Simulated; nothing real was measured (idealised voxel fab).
The following is a process module called voxel air gaps.
Square cells of 5 nm make up the cross-section cut, whose width is 165 nm.
A cross-section is a grid of square cells, given in bands from the top down. A band is one or more rows of cells. Look at the band entry: it leads with the top's height and the bottom's height in nm. Then it lists the materials left to right, with a width in nm for each. The word "everywhere" on a single material says that material fills the band edge to edge. The word "air" is empty space. Ref level 0: as-received wafer is one material below here. Bottom band extends down with no lower bound ("0 nm and below"). Width "30->40": first value at the band's top row of cells, second value at its bottom row, equal change from row to row. Step note "everything unchanged" = no cross-section cell changed. This entry, "Unvented internal voids", enumerates those empty regions of no fewer than 8 cells that possess no open connection to the top. Each region is reported in the form width x height at distance, the distance being taken from the left edge, with all three quantities expressed in nm. The remark found on a step's line after its settings is issued by the simulator itself and pertains to that step. For masked steps, "overlay nm" on the step line gives how far right of plan the mask actually lay; a minus sign means it lay to the left.

## So here's the lineup of process steps we planned
- 1: op RECEIVE | material Si
- 2: op CONFORMAL_DEP | material SiO2 | thk nm 15
- 3: op CONFORMAL_DEP | material SiCN | thk nm 5
- 4: op DIRECTIONAL_DEP | material SiO2 | thk nm 35
- 5: op MASKED_ETCH | tone open | mask id LINES | width nm 20 | pitch nm 45 | etch materials SiO2 | depth nm 35 | overlay nm 0
- 6: op CONFORMAL_DEP | material TiN | thk nm 5
- 7: op FILL_DEP | material Cu | thk nm 5
- 8: op CMP | height nm 55
- 9: op EPI | material Ru | thk nm 10
- 10: op SELECTIVE_ETCH | etch materials SiO2 | depth nm 45
- 11: op CONFORMAL_DEP | material SiCN | thk nm 5

## Received-state cross-section, reflecting completion of step 1
0 nm and below = Si everywhere
Unvented internal voids: none

## The module was run from the start shown above using the plan shown above, but one mistake was made doing it; the resulting wafer cross-section is below
65 nm to 60 nm = 15 air  40 SiCN  5 air  40 SiCN  5 air  40 SiCN  20 air
60 nm to 55 nm = 15 air  5 SiCN  30 Ru  5 SiCN  5 air  5 SiCN  30 Ru  5 SiCN  5 air  5 SiCN  30 Ru  5 SiCN  20 air
55 nm to 50 nm = 15 air  10 SiCN  5 TiN  10 Cu  5 TiN  10 SiCN  5 air  10 SiCN  5 TiN  10 Cu  5 TiN  10 SiCN  5 air  10 SiCN  5 TiN  10 Cu  5 TiN  10 SiCN  20 air
50 nm to 25 nm = 20 air  5 SiCN  5 TiN  10 Cu  5 TiN  5 SiCN  15 air  5 SiCN  5 TiN  10 Cu  5 TiN  5 SiCN  15 air  5 SiCN  5 TiN  10 Cu  5 TiN  5 SiCN  25 air
25 nm to 20 nm = 25 SiCN  20 TiN  25 SiCN  20 TiN  25 SiCN  20 TiN  30 SiCN
20 nm to 15 nm = SiCN everywhere
15 nm to 0 nm = SiO2 everywhere
0 nm and below = Si everywhere
Unvented internal voids: none
Error vs. plan: planned and actual differ for step 9; actual: op EPI | material Ru | thk nm 5
